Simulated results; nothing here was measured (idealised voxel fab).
Process module name: voxel released beams
Section cut is 290 nm wide and gridded with 5 nm square cells.
Notation: cross-section as square-cell grid; stated in bands, top first, going down; one or more cell rows per band.
Band entry format. Leading values: height of top, height of bottom, nm. Remainder: materials in left-to-right order, each with its width in nm. Special words: "throughout" on a single material, which then fills the band edge to edge; "empty", empty space.
The level at which height equals 0 is the one under which the wafer, as it arrives, is entirely one material. No lower edge exists for the bottom band, which continues downward and is notated as in "0 and below".
The two numbers in a width such as "30..40" mark its ends across the band: the first belongs to the top row of cells, the second to the bottom row, and from each row to the next the width moves by the same amount.
Step note "everything unchanged" = no cross-section cell changed.
"Enclosed void list": sealed empty spaces, 8 cells or more, no open way to top, listed width x height at distance, with distance from the left edge and width, height and distance in nm.
On each step's line, the part that comes after the settings is the simulator's own comment on the step.
overlay nm: where the mask lay relative to plan, measured to the right, on steps with a mask; negatives go left.

The process steps that were planned are listed below
1 RECEIVE: material Si
2 CONFORMAL_DEP: material Al2O3, thk nm 10
3 DIRECTIONAL_DEP: material SiO2, thk nm 10
4 PATTERN: tone open, mask id ANCHOR, material resist, width nm 25, thk nm 20, overlay nm 0
5 DIRECTIONAL_ETCH: etch materials SiO2, depth nm 10
6 STRIP: etch materials resist
7 CONFORMAL_DEP: material SiN, thk nm 10
8 MASKED_ETCH: tone cover, mask id BEAM, width nm 80, etch materials SiN, depth nm 10, overlay nm 0
9 STRIP: etch materials SiO2

As-received state of the wafer in cross-section, equivalent to post-step 1
* 0 and below = Si throughout
* Enclosed void list: none

Result of the module, cross-sectioned: start per above, plan per above, one error in how it was run
* 25 down to 20 = empty: 100; SiN: 15; empty: 5; SiN: 60; empty: 110
* 20 down to 10 = empty: 100..105; SiN: 80..25; empty: 110..160
* 10 down to 0 = Al2O3 throughout
* 0 and below = Si throughout
* Enclosed void list: none
Error vs. plan: step 3 was processed under conditions differing from the plan, specifically as DIRECTIONAL_DEP: material SiO2, thk nm 5
